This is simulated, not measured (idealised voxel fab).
process module | voxel capacitor over wiring
cross-section cut | 170 nm wide | cells 5 nm
A cross-section is a grid of square cells, given in bands from the top down. A band is one or more rows of cells.
Each band's line starts with the height of the band's top and of its bottom, in nm. Then come its materials from left to right, each with its width in nm. One material with "throughout" fills the band from edge to edge. "air" is empty space.
Height 0 is the level under which the wafer as received is all one material. The lowest band goes on downwards, as in "0 down".
A width such as "30 to 40" changes by the same amount from each row of cells to the next, from the band's top row to its bottom row.
"no change" after a step means that no cell of the cross-section changed.
closed voids: empty space of 8 cells or more with no open way to the top, each as width x height at its distance from the left edge, in nm
after a step's settings: what the simulator itself notes on the step
overlay nm, on a step with a mask: how far to the right of its planned place the mask lay; to the left if negative
plan
1 op RECEIVE | material Si
2 op CONFORMAL_DEP | material SiO2 | thk nm 10
3 op CONFORMAL_DEP | material SiCN | thk nm 5
4 op DIRECTIONAL_DEP | material lowk | thk nm 25
5 op MASKED_ETCH | tone open | mask id METAL_1 | width nm 30 | pitch nm 100 | etch materials lowk | depth nm 25 | overlay nm 0
6 op MASKED_ETCH | tone open | mask id METAL_1 | width nm 30 | pitch nm 100 | etch materials SiCN | depth nm 5 | overlay nm 0
7 op CONFORMAL_DEP | material TiN | thk nm 5
8 op FILL_DEP | material Ru | thk nm 5
9 op CMP | height nm 40
10 op CONFORMAL_DEP | material SiCN | thk nm 5
11 op DIRECTIONAL_DEP | material SiO2 | thk nm 10
12 op DIRECTIONAL_DEP | material aC | thk nm 10
13 op PATTERN | tone open | mask id PLUG_1 | material resist | width nm 15 | thk nm 30 | overlay nm 0
14 op DIRECTIONAL_ETCH | etch materials aC | depth nm 10
15 op STRIP | etch materials resist
16 op DIRECTIONAL_ETCH | etch materials SiO2 | depth nm 10
17 op DIRECTIONAL_ETCH | etch materials SiCN | depth nm 5
18 op STRIP | etch materials aC
19 op EPI | material Ru | thk nm 10
20 op EPI | material Ru | thk nm 5
21 op DIRECTIONAL_DEP | material TiN | thk nm 5
22 op DIRECTIONAL_DEP | material SiN | thk nm 5
23 op DIRECTIONAL_DEP | material TiN | thk nm 5
24 op DIRECTIONAL_DEP | material aC | thk nm 10
25 op PATTERN | tone cover | mask id UPPER_PLATE | material resist | width nm 75 | thk nm 30 | overlay nm 0
26 op DIRECTIONAL_ETCH | etch materials aC | depth nm 10
27 op STRIP | etch materials resist
28 op DIRECTIONAL_ETCH | etch materials TiN | depth nm 5
29 op DIRECTIONAL_ETCH | etch materials SiN | depth nm 5
30 op STRIP | etch materials aC
31 op PATTERN | tone cover | mask id LOWER_PLATE | material resist | width nm 85 | thk nm 20 | overlay nm 0
32 op DIRECTIONAL_ETCH | etch materials TiN | depth nm 5
33 op STRIP | etch materials resist
34 op FILL_DEP | material SiO2 | thk nm 20
35 op CMP | height nm 85
36 op PATTERN | tone open | mask id PLUG_2 | material resist | width nm 15 | thk nm 15 | overlay nm 0
37 op DIRECTIONAL_ETCH | etch materials SiO2 | depth nm 15
38 op STRIP | etch materials resist
39 op CONFORMAL_DEP | material TiN | thk nm 5
40 op FILL_DEP | material W | thk nm 10
41 op CMP | height nm 85
42 op CONFORMAL_DEP | material SiN | thk nm 5
first wafer, as planned
as received, after step 1
  0 down: Si throughout
  closed voids: none
after step 2
  10 to 0: SiO2 throughout
  below 0: unchanged
after step 3
  15 to 10: SiCN throughout
  below 10: unchanged
after step 4
  40 to 15: lowk throughout
  below 15: unchanged
after step 5
  40 to 15: lowk 20 | air 30 | lowk 70 | air 30 | lowk 20
  below 15: unchanged
after step 6
  40 to 15: lowk 20 | air 30 | lowk 70 | air 30 | lowk 20
  15 to 10: SiCN 20 | air 30 | SiCN 70 | air 30 | SiCN 20
  below 10: unchanged
after step 7
  45 to 40: TiN 25 | air 20 | TiN 80 | air 20 | TiN 25
  40 to 15: lowk 20 | TiN 5 | air 20 | TiN 5 | lowk 70 | TiN 5 | air 20 | TiN 5 | lowk 20
  15 to 10: SiCN 20 | TiN 30 | SiCN 70 | TiN 30 | SiCN 20
  below 10: unchanged
after step 8
  50 to 45: Ru throughout
  45 to 40: TiN 25 | Ru 20 | TiN 80 | Ru 20 | TiN 25
  40 to 15: lowk 20 | TiN 5 | Ru 20 | TiN 5 | lowk 70 | TiN 5 | Ru 20 | TiN 5 | lowk 20
  below 15: unchanged
after step 9
  40 to 15: lowk 20 | TiN 5 | Ru 20 | TiN 5 | lowk 70 | TiN 5 | Ru 20 | TiN 5 | lowk 20
  below 15: unchanged
after step 10
  45 to 40: SiCN throughout
  below 40: unchanged
after step 11
  55 to 45: SiO2 throughout
  below 45: unchanged
after step 12
  65 to 55: aC throughout
  below 55: unchanged
after step 13
  95 to 65: resist 35 | air 15 | resist 120
  below 65: unchanged
after step 14
  85 to 65: resist 35 | air 15 | resist 120
  65 to 55: aC 35 | air 15 | aC 120
  below 55: unchanged
after step 15
  65 to 55: aC 35 | air 15 | aC 120
  below 55: unchanged
after step 16
  65 to 55: aC 35 | air 15 | aC 120
  55 to 45: SiO2 35 | air 15 | SiO2 120
  below 45: unchanged
after step 17
  65 to 55: aC 35 | air 15 | aC 120
  55 to 45: SiO2 35 | air 15 | SiO2 120
  45 to 40: SiCN 35 | air 15 | SiCN 120
  below 40: unchanged
after step 18
  55 to 45: SiO2 35 | air 15 | SiO2 120
  below 45: unchanged
after step 19
  55 to 50: SiO2 35 | air 15 | SiO2 120
  50 to 45: SiO2 35 | Ru 15 | SiO2 120
  45 to 40: SiCN 35 | Ru 15 | SiCN 120
  below 40: unchanged
after step 20
  55 to 45: SiO2 35 | Ru 15 | SiO2 120
  below 45: unchanged
after step 21
  60 to 55: TiN throughout
  below 55: unchanged
after step 22
  65 to 60: SiN throughout
  below 60: unchanged
after step 23
  70 to 65: TiN throughout
  below 65: unchanged
after step 24
  80 to 70: aC throughout
  below 70: unchanged
after step 25
  110 to 80: air 35 | resist 75 | air 60
  below 80: unchanged
after step 26
  100 to 80: air 35 | resist 75 | air 60
  80 to 70: air 35 | aC 75 | air 60
  below 70: unchanged
after step 27
  80 to 70: air 35 | aC 75 | air 60
  below 70: unchanged
after step 28
  80 to 70: air 35 | aC 75 | air 60
  70 to 65: air 35 | TiN 75 | air 60
  below 65: unchanged
after step 29
  80 to 70: air 35 | aC 75 | air 60
  70 to 65: air 35 | TiN 75 | air 60
  65 to 60: air 35 | SiN 75 | air 60
  below 60: unchanged
after step 30
  70 to 65: air 35 | TiN 75 | air 60
  below 65: unchanged
after step 31
  90 to 70: air 30 | resist 85 | air 55
  70 to 65: air 30 | resist 5 | TiN 75 | resist 5 | air 55
  65 to 60: air 30 | resist 5 | SiN 75 | resist 5 | air 55
  below 60: unchanged
after step 32
  90 to 70: air 30 | resist 85 | air 55
  70 to 65: air 30 | resist 5 | TiN 75 | resist 5 | air 55
  65 to 60: air 30 | resist 5 | SiN 75 | resist 5 | air 55
  60 to 55: air 30 | TiN 85 | air 55
  below 55: unchanged
after step 33
  70 to 65: air 35 | TiN 75 | air 60
  65 to 60: air 35 | SiN 75 | air 60
  below 60: unchanged
after step 34
  90 to 70: SiO2 throughout
  70 to 65: SiO2 35 | TiN 75 | SiO2 60
  65 to 60: SiO2 35 | SiN 75 | SiO2 60
  60 to 55: SiO2 30 | TiN 85 | SiO2 55
  below 55: unchanged
after step 35
  85 to 70: SiO2 throughout
  below 70: unchanged
after step 36
  100 to 85: resist 45 | air 15 | resist 110
  below 85: unchanged
after step 37
  100 to 85: resist 45 | air 15 | resist 110
  85 to 70: SiO2 45 | air 15 | SiO2 110
  below 70: unchanged
after step 38
  85 to 70: SiO2 45 | air 15 | SiO2 110
  below 70: unchanged
after step 39
  90 to 85: TiN 50 | air 5 | TiN 115
  85 to 75: SiO2 45 | TiN 5 | air 5 | TiN 5 | SiO2 110
  75 to 65: SiO2 45 to 35 | TiN 15 to 75 | SiO2 110 to 60
  below 65: unchanged
after step 40
  100 to 90: W throughout
  90 to 85: TiN 50 | W 5 | TiN 115
  85 to 75: SiO2 45 | TiN 5 | W 5 | TiN 5 | SiO2 110
  below 75: unchanged
after step 41
  85 to 75: SiO2 45 | TiN 5 | W 5 | TiN 5 | SiO2 110
  below 75: unchanged
after step 42
  90 to 85: SiN throughout
  below 85: unchanged
second wafer: like start, like plan, one mistake. Through step 2 it matches the first wafer
when step 3 should have ended
  35 to 10: lowk throughout
  below 10: unchanged
when step 4 should have ended
  40 to 35: SiCN throughout
  below 35: unchanged
when step 5 should have ended: no change
when step 6 should have ended
  40 to 35: SiCN 20 | air 30 | SiCN 70 | air 30 | SiCN 20
  below 35: unchanged
when step 7 should have ended
  45 to 40: TiN 25 | air 20 | TiN 80 | air 20 | TiN 25
  40 to 35: SiCN 20 | TiN 30 | SiCN 70 | TiN 30 | SiCN 20
  below 35: unchanged
when step 8 should have ended
  50 to 45: Ru throughout
  45 to 40: TiN 25 | Ru 20 | TiN 80 | Ru 20 | TiN 25
  below 40: unchanged
when step 9 should have ended
  40 to 35: SiCN 20 | TiN 30 | SiCN 70 | TiN 30 | SiCN 20
  below 35: unchanged
when step 10 should have ended
  45 to 40: SiCN throughout
  below 40: unchanged
when step 11 should have ended
  55 to 45: SiO2 throughout
  below 45: unchanged
when step 12 should have ended
  65 to 55: aC throughout
  below 55: unchanged
when step 13 should have ended
  95 to 65: resist 35 | air 15 | resist 120
  below 65: unchanged
when step 14 should have ended
  85 to 65: resist 35 | air 15 | resist 120
  65 to 55: aC 35 | air 15 | aC 120
  below 55: unchanged
when step 15 should have ended
  65 to 55: aC 35 | air 15 | aC 120
  below 55: unchanged
when step 16 should have ended
  65 to 55: aC 35 | air 15 | aC 120
  55 to 45: SiO2 35 | air 15 | SiO2 120
  below 45: unchanged
when step 17 should have ended
  65 to 55: aC 35 | air 15 | aC 120
  55 to 45: SiO2 35 | air 15 | SiO2 120
  45 to 40: SiCN 35 | air 15 | SiCN 120
  below 40: unchanged
when step 18 should have ended
  55 to 45: SiO2 35 | air 15 | SiO2 120
  below 45: unchanged
when step 19 should have ended
  55 to 50: SiO2 35 | air 15 | SiO2 120
  50 to 45: SiO2 35 | Ru 15 | SiO2 120
  45 to 40: SiCN 35 | Ru 15 | SiCN 120
  below 40: unchanged
when step 20 should have ended
  55 to 45: SiO2 35 | Ru 15 | SiO2 120
  below 45: unchanged
when step 21 should have ended
  60 to 55: TiN throughout
  below 55: unchanged
when step 22 should have ended
  65 to 60: SiN throughout
  below 60: unchanged
when step 23 should have ended
  70 to 65: TiN throughout
  below 65: unchanged
when step 24 should have ended
  80 to 70: aC throughout
  below 70: unchanged
when step 25 should have ended
  110 to 80: air 35 | resist 75 | air 60
  below 80: unchanged
when step 26 should have ended
  100 to 80: air 35 | resist 75 | air 60
  80 to 70: air 35 | aC 75 | air 60
  below 70: unchanged
when step 27 should have ended
  80 to 70: air 35 | aC 75 | air 60
  below 70: unchanged
when step 28 should have ended
  80 to 70: air 35 | aC 75 | air 60
  70 to 65: air 35 | TiN 75 | air 60
  below 65: unchanged
when step 29 should have ended
  80 to 70: air 35 | aC 75 | air 60
  70 to 65: air 35 | TiN 75 | air 60
  65 to 60: air 35 | SiN 75 | air 60
  below 60: unchanged
when step 30 should have ended
  70 to 65: air 35 | TiN 75 | air 60
  below 65: unchanged
when step 31 should have ended
  90 to 70: air 30 | resist 85 | air 55
  70 to 65: air 30 | resist 5 | TiN 75 | resist 5 | air 55
  65 to 60: air 30 | resist 5 | SiN 75 | resist 5 | air 55
  below 60: unchanged
when step 32 should have ended
  90 to 70: air 30 | resist 85 | air 55
  70 to 65: air 30 | resist 5 | TiN 75 | resist 5 | air 55
  65 to 60: air 30 | resist 5 | SiN 75 | resist 5 | air 55
  60 to 55: air 30 | TiN 85 | air 55
  below 55: unchanged
when step 33 should have ended
  70 to 65: air 35 | TiN 75 | air 60
  65 to 60: air 35 | SiN 75 | air 60
  below 60: unchanged
when step 34 should have ended
  90 to 70: SiO2 throughout
  70 to 65: SiO2 35 | TiN 75 | SiO2 60
  65 to 60: SiO2 35 | SiN 75 | SiO2 60
  60 to 55: SiO2 30 | TiN 85 | SiO2 55
  below 55: unchanged
when step 35 should have ended
  85 to 70: SiO2 throughout
  below 70: unchanged
when step 36 should have ended
  100 to 85: resist 45 | air 15 | resist 110
  below 85: unchanged
when step 37 should have ended
  100 to 85: resist 45 | air 15 | resist 110
  85 to 70: SiO2 45 | air 15 | SiO2 110
  below 70: unchanged
when step 38 should have ended
  85 to 70: SiO2 45 | air 15 | SiO2 110
  below 70: unchanged
when step 39 should have ended
  90 to 85: TiN 50 | air 5 | TiN 115
  85 to 75: SiO2 45 | TiN 5 | air 5 | TiN 5 | SiO2 110
  75 to 65: SiO2 45 to 35 | TiN 15 to 75 | SiO2 110 to 60
  below 65: unchanged
when step 40 should have ended
  100 to 90: W throughout
  90 to 85: TiN 50 | W 5 | TiN 115
  85 to 75: SiO2 45 | TiN 5 | W 5 | TiN 5 | SiO2 110
  below 75: unchanged
when step 41 should have ended
  85 to 75: SiO2 45 | TiN 5 | W 5 | TiN 5 | SiO2 110
  below 75: unchanged
when step 42 should have ended
  90 to 85: SiN throughout
  below 85: unchanged
what went wrong: steps 3 and 4 were swapped
at the end the second wafer has, in cells: 40 fewer of Ru | 20 fewer of TiN | 60 more of lowk
